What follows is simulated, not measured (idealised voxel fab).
process module | voxel self aligned vias
cross-section cut | 155 nm wide | cells 5 nm
A cross-section is a grid of square cells, given in bands from the top down. A band is one or more rows of cells.
Each band's line starts with the height of the band's top and of its bottom, in nm. Then come its materials from left to right, each with its width in nm. One material with "throughout" fills the band from edge to edge. "air" is empty space.
Height 0 is the level under which the wafer as received is all one material. The lowest band goes on downwards, as in "0 down".
A width such as "30 to 40" changes by the same amount from each row of cells to the next, from the band's top row to its bottom row.
"no change" after a step means that no cell of the cross-section changed.
closed voids: empty space of 8 cells or more with no open way to the top, each as width x height at its distance from the left edge, in nm
after a step's settings: what the simulator itself notes on the step
overlay nm, on a step with a mask: how far to the right of its planned place the mask lay; to the left if negative
plan
1 op RECEIVE | material Si
2 op CONFORMAL_DEP | material SiO2 | thk nm 10
3 op CONFORMAL_DEP | material SiCN | thk nm 5
4 op DIRECTIONAL_DEP | material SiO2 | thk nm 20
5 op DIRECTIONAL_DEP | material aC | thk nm 15
6 op PATTERN | tone open | mask id LINES | material resist | width nm 25 | pitch nm 60 | thk nm 35 | overlay nm 0
7 op DIRECTIONAL_ETCH | etch materials aC | depth nm 15
8 op STRIP | etch materials resist
9 op DIRECTIONAL_ETCH | etch materials SiO2 | depth nm 20
10 op STRIP | etch materials aC
11 op CONFORMAL_DEP | material TiN | thk nm 5
12 op FILL_DEP | material W | thk nm 10
13 op CMP | height nm 35
14 op SELECTIVE_ETCH | etch materials W Ru TiN | depth nm 10
15 op FILL_DEP | material SiN | thk nm 10
16 op CMP | height nm 35
17 op DIRECTIONAL_DEP | material SiO2 | thk nm 15
18 op PATTERN | tone open | mask id VIAS | material resist | width nm 35 | pitch nm 60 | thk nm 15 | overlay nm 0
19 op DIRECTIONAL_ETCH | etch materials SiO2 | depth nm 15
20 op DIRECTIONAL_ETCH | etch materials SiN | depth nm 10
21 op STRIP | etch materials resist
22 op CONFORMAL_DEP | material TiN | thk nm 5
23 op FILL_DEP | material W | thk nm 5
24 op CMP | height nm 50
25 op CONFORMAL_DEP | material SiCN | thk nm 5
first wafer, as planned
as received, after step 1
  0 down: Si throughout
  closed voids: none
after step 2
  10 to 0: SiO2 throughout
  below 0: unchanged
after step 3
  15 to 10: SiCN throughout
  below 10: unchanged
after step 4
  35 to 15: SiO2 throughout
  below 15: unchanged
after step 5
  50 to 35: aC throughout
  below 35: unchanged
after step 6
  85 to 50: resist 35 | air 25 | resist 35 | air 25 | resist 35
  below 50: unchanged
after step 7
  70 to 50: resist 35 | air 25 | resist 35 | air 25 | resist 35
  50 to 35: aC 35 | air 25 | aC 35 | air 25 | aC 35
  below 35: unchanged
after step 8
  50 to 35: aC 35 | air 25 | aC 35 | air 25 | aC 35
  below 35: unchanged
after step 9
  50 to 35: aC 35 | air 25 | aC 35 | air 25 | aC 35
  35 to 15: SiO2 35 | air 25 | SiO2 35 | air 25 | SiO2 35
  below 15: unchanged
after step 10
  35 to 15: SiO2 35 | air 25 | SiO2 35 | air 25 | SiO2 35
  below 15: unchanged
after step 11
  40 to 35: TiN 40 | air 15 | TiN 45 | air 15 | TiN 40
  35 to 20: SiO2 35 | TiN 5 | air 15 | TiN 5 | SiO2 35 | TiN 5 | air 15 | TiN 5 | SiO2 35
  20 to 15: SiO2 35 | TiN 25 | SiO2 35 | TiN 25 | SiO2 35
  below 15: unchanged
after step 12
  50 to 40: W throughout
  40 to 35: TiN 40 | W 15 | TiN 45 | W 15 | TiN 40
  35 to 20: SiO2 35 | TiN 5 | W 15 | TiN 5 | SiO2 35 | TiN 5 | W 15 | TiN 5 | SiO2 35
  below 20: unchanged
after step 13
  35 to 20: SiO2 35 | TiN 5 | W 15 | TiN 5 | SiO2 35 | TiN 5 | W 15 | TiN 5 | SiO2 35
  below 20: unchanged
after step 14
  35 to 25: SiO2 35 | air 25 | SiO2 35 | air 25 | SiO2 35
  below 25: unchanged
after step 15
  45 to 35: SiN throughout
  35 to 25: SiO2 35 | SiN 25 | SiO2 35 | SiN 25 | SiO2 35
  below 25: unchanged
after step 16
  35 to 25: SiO2 35 | SiN 25 | SiO2 35 | SiN 25 | SiO2 35
  below 25: unchanged
after step 17
  50 to 35: SiO2 throughout
  below 35: unchanged
after step 18
  65 to 50: resist 30 | air 35 | resist 25 | air 35 | resist 30
  below 50: unchanged
after step 19
  65 to 50: resist 30 | air 35 | resist 25 | air 35 | resist 30
  50 to 35: SiO2 30 | air 35 | SiO2 25 | air 35 | SiO2 30
  below 35: unchanged
after step 20
  65 to 50: resist 30 | air 35 | resist 25 | air 35 | resist 30
  50 to 35: SiO2 30 | air 35 | SiO2 25 | air 35 | SiO2 30
  35 to 25: SiO2 35 | air 25 | SiO2 35 | air 25 | SiO2 35
  below 25: unchanged
after step 21
  50 to 35: SiO2 30 | air 35 | SiO2 25 | air 35 | SiO2 30
  below 35: unchanged
after step 22
  55 to 50: TiN 35 | air 25 | TiN 35 | air 25 | TiN 35
  50 to 40: SiO2 30 | TiN 5 | air 25 | TiN 5 | SiO2 25 | TiN 5 | air 25 | TiN 5 | SiO2 30
  40 to 30: SiO2 30 to 35 | TiN 10 to 5 | air 15 | TiN 10 to 5 | SiO2 25 to 35 | TiN 10 to 5 | air 15 | TiN 10 to 5 | SiO2 30 to 35
  30 to 25: SiO2 35 | TiN 25 | SiO2 35 | TiN 25 | SiO2 35
  below 25: unchanged
after step 23
  60 to 55: W throughout
  55 to 50: TiN 35 | W 25 | TiN 35 | W 25 | TiN 35
  50 to 40: SiO2 30 | TiN 5 | W 25 | TiN 5 | SiO2 25 | TiN 5 | W 25 | TiN 5 | SiO2 30
  40 to 30: SiO2 30 to 35 | TiN 10 to 5 | W 15 | TiN 10 to 5 | SiO2 25 to 35 | TiN 10 to 5 | W 15 | TiN 10 to 5 | SiO2 30 to 35
  below 30: unchanged
after step 24
  50 to 40: SiO2 30 | TiN 5 | W 25 | TiN 5 | SiO2 25 | TiN 5 | W 25 | TiN 5 | SiO2 30
  below 40: unchanged
after step 25
  55 to 50: SiCN throughout
  below 50: unchanged
second wafer: like start, like plan, one mistake. Through step 12 it matches the first wafer
when step 13 should have ended
  25 to 20: SiO2 35 | TiN 5 | W 15 | TiN 5 | SiO2 35 | TiN 5 | W 15 | TiN 5 | SiO2 35
  below 20: unchanged
when step 14 should have ended
  25 to 15: SiO2 35 | air 25 | SiO2 35 | air 25 | SiO2 35
  below 15: unchanged
when step 15 should have ended
  35 to 25: SiN throughout
  25 to 15: SiO2 35 | SiN 25 | SiO2 35 | SiN 25 | SiO2 35
  below 15: unchanged
when step 16 should have ended: no change
when step 17 should have ended
  50 to 35: SiO2 throughout
  below 35: unchanged
when step 18 should have ended
  65 to 50: resist 30 | air 35 | resist 25 | air 35 | resist 30
  below 50: unchanged
when step 19 should have ended
  65 to 50: resist 30 | air 35 | resist 25 | air 35 | resist 30
  50 to 35: SiO2 30 | air 35 | SiO2 25 | air 35 | SiO2 30
  below 35: unchanged
when step 20 should have ended
  65 to 50: resist 30 | air 35 | resist 25 | air 35 | resist 30
  50 to 35: SiO2 30 | air 35 | SiO2 25 | air 35 | SiO2 30
  35 to 25: SiN 30 | air 35 | SiN 25 | air 35 | SiN 30
  below 25: unchanged
when step 21 should have ended
  50 to 35: SiO2 30 | air 35 | SiO2 25 | air 35 | SiO2 30
  below 35: unchanged
when step 22 should have ended
  55 to 50: TiN 35 | air 25 | TiN 35 | air 25 | TiN 35
  50 to 35: SiO2 30 | TiN 5 | air 25 | TiN 5 | SiO2 25 | TiN 5 | air 25 | TiN 5 | SiO2 30
  35 to 30: SiN 30 | TiN 5 | air 25 | TiN 5 | SiN 25 | TiN 5 | air 25 | TiN 5 | SiN 30
  30 to 25: SiN 30 | TiN 35 | SiN 25 | TiN 35 | SiN 30
  below 25: unchanged
when step 23 should have ended
  60 to 55: W throughout
  55 to 50: TiN 35 | W 25 | TiN 35 | W 25 | TiN 35
  50 to 35: SiO2 30 | TiN 5 | W 25 | TiN 5 | SiO2 25 | TiN 5 | W 25 | TiN 5 | SiO2 30
  35 to 30: SiN 30 | TiN 5 | W 25 | TiN 5 | SiN 25 | TiN 5 | W 25 | TiN 5 | SiN 30
  below 30: unchanged
when step 24 should have ended
  50 to 35: SiO2 30 | TiN 5 | W 25 | TiN 5 | SiO2 25 | TiN 5 | W 25 | TiN 5 | SiO2 30
  below 35: unchanged
when step 25 should have ended
  55 to 50: SiCN throughout
  below 50: unchanged
what went wrong: step 13 ran as: op CMP | height nm 25
at the end the second wafer has, in cells: 54 more of SiN | 42 fewer of SiO2 | 14 fewer of TiN | 2 more of W
